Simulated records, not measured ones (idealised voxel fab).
voxel capacitor over wiring: a process module
Square cells of 5 nm make up the cross-section cut, whose width is 145 nm.
Cross-section spec: square-cell grid; bands listed top down; each band is one or more rows.
First you get the band's top height and its bottom height, in nm, and then the materials it's made of, left to right, with each width in nm. If you see a single material with "all across", that one covers the band edge to edge. "empty" is empty space.
Zero point of the height axis is 0; under it, received wafer = one material. Lowest band: continues down indefinitely, "from 0 down".
So if you see something like "30->40" for the width, read it as the top row of the band sitting at the first number and the bottom row at the second, with every row in between moving by the same amount as the last.
"remains unaltered", as given for a step, is the statement that not any cell of the cross-section underwent a change during that step.
Closed-off voids of 8+ cells (no open route to the top) go in "Closed void catalog", written width x height at distance from the left edge, in nm.
On each step's line, the part that comes after the settings is the simulator's own comment on the step.
The line of a step may include "overlay nm". On a step with a mask, this value is how far to the right of its planned place the mask lay. A negative value means the mask lay to the left.
-- The steps planned for the process are as follows
1,op RECEIVE | material Si
2,op CONFORMAL_DEP | material SiO2 | thk nm 15
3,op CONFORMAL_DEP | material SiN | thk nm 5
4,op DIRECTIONAL_DEP | material SiO2 | thk nm 20
5,op DIRECTIONAL_DEP | material aC | thk nm 10
6,op PATTERN | tone open | mask id METAL_1 | material resist | width nm 20 | pitch nm 90 | thk nm 30 | overlay nm 0
7,op DIRECTIONAL_ETCH | etch materials aC | depth nm 10
8,op STRIP | etch materials resist
9,op DIRECTIONAL_ETCH | etch materials SiO2 | depth nm 20
10,op DIRECTIONAL_ETCH | etch materials SiN | depth nm 5
11,op STRIP | etch materials aC
12,op CONFORMAL_DEP | material TiN | thk nm 5
13,op FILL_DEP | material Cu | thk nm 10
14,op CMP | height nm 40
15,op CONFORMAL_DEP | material SiCN | thk nm 5
16,op DIRECTIONAL_DEP | material lowk | thk nm 15
17,op DIRECTIONAL_DEP | material aC | thk nm 15
18,op PATTERN | tone open | mask id PLUG_1 | material resist | width nm 15 | thk nm 35 | overlay nm 0
19,op DIRECTIONAL_ETCH | etch materials aC | depth nm 15
20,op STRIP | etch materials resist
21,op DIRECTIONAL_ETCH | etch materials lowk | depth nm 15
22,op DIRECTIONAL_ETCH | etch materials SiCN | depth nm 5
23,op STRIP | etch materials aC
24,op CONFORMAL_DEP | material TiN | thk nm 5
25,op FILL_DEP | material Cu | thk nm 5
26,op CMP | height nm 60
27,op DIRECTIONAL_DEP | material TiN | thk nm 5
28,op DIRECTIONAL_DEP | material SiN | thk nm 5
29,op DIRECTIONAL_DEP | material TiN | thk nm 5
30,op DIRECTIONAL_DEP | material aC | thk nm 10
31,op PATTERN | tone cover | mask id UPPER_PLATE | material resist | width nm 75 | thk nm 30 | overlay nm 0
32,op DIRECTIONAL_ETCH | etch materials aC | depth nm 10
33,op STRIP | etch materials resist
34,op DIRECTIONAL_ETCH | etch materials TiN | depth nm 5
35,op DIRECTIONAL_ETCH | etch materials SiN | depth nm 5
36,op STRIP | etch materials aC
37,op PATTERN | tone cover | mask id LOWER_PLATE | material resist | width nm 85 | thk nm 15 | overlay nm 0
38,op DIRECTIONAL_ETCH | etch materials TiN | depth nm 5
39,op STRIP | etch materials resist
40,op FILL_DEP | material SiO2 | thk nm 20
41,op CMP | height nm 90
42,op PATTERN | tone open | mask id PLUG_2 | material resist | width nm 15 | thk nm 15 | overlay nm 0
43,op DIRECTIONAL_ETCH | etch materials SiO2 | depth nm 15
44,op STRIP | etch materials resist
45,op CONFORMAL_DEP | material TiN | thk nm 5
46,op FILL_DEP | material Ru | thk nm 10
47,op CMP | height nm 90
48,op CONFORMAL_DEP | material SiN | thk nm 5
-- Cross-sectional view of the wafer in its as-received condition, corresponding to the state after step 1
  from 0 down | Si all across
  Closed void catalog: none
-- Wafer cross-section at module end: first of two, run to plan
  from 95 to 90 | SiN all across
  from 90 to 80 | SiO2=30 | TiN=5 | Ru=5 | TiN=5 | SiO2=100
  from 80 to 70 | SiO2=30->20 | TiN=15->75 | SiO2=100->50
  from 70 to 65 | SiO2=20 | SiN=75 | SiO2=50
  from 65 to 60 | SiO2=15 | TiN=85 | SiO2=45
  from 60 to 45 | lowk=20 | TiN=5 | Cu=5 | TiN=5 | lowk=110
  from 45 to 40 | SiCN=20 | TiN=15 | SiCN=110
  from 40 to 20 | SiO2=15 | TiN=5 | Cu=10 | TiN=5 | SiO2=70 | TiN=5 | Cu=10 | TiN=5 | SiO2=20
  from 20 to 15 | SiN=15 | TiN=20 | SiN=70 | TiN=20 | SiN=20
  from 15 to 0 | SiO2 all across
  from 0 down | Si all across
  Closed void catalog: none
-- So this is wafer number two of the two, cut at the end of the module - it started where the first did and had the same plan, we just got one thing wrong running it
  from 95 to 90 | SiN all across
  from 90 to 80 | SiO2=30 | TiN=5 | Ru=5 | TiN=5 | SiO2=100
  from 80 to 70 | SiO2=30->20 | TiN=15->75 | SiO2=100->50
  from 70 to 65 | SiO2=20 | SiN=75 | SiO2=50
  from 65 to 60 | SiO2=15 | TiN=85 | SiO2=45
  from 60 to 45 | lowk=20 | TiN=5 | Cu=5 | TiN=5 | lowk=110
  from 45 to 40 | SiCN=20 | TiN=15 | SiCN=110
  from 40 to 35 | SiO2=15 | TiN=5 | Cu=10 | TiN=5 | SiO2=70 | TiN=5 | Cu=10 | TiN=5 | SiO2=20
  from 35 to 30 | SiN=15 | TiN=20 | SiN=70 | TiN=20 | SiN=20
  from 30 to 0 | SiO2 all across
  from 0 down | Si all across
  Closed void catalog: none
What went wrong in running the wafer? in the plan, step 2 was performed twice
The final cell counts differ between the wafers, with the second having more or fewer of some materials than the first: 12 fewer of Cu; 24 more of SiO2; 12 fewer of TiN
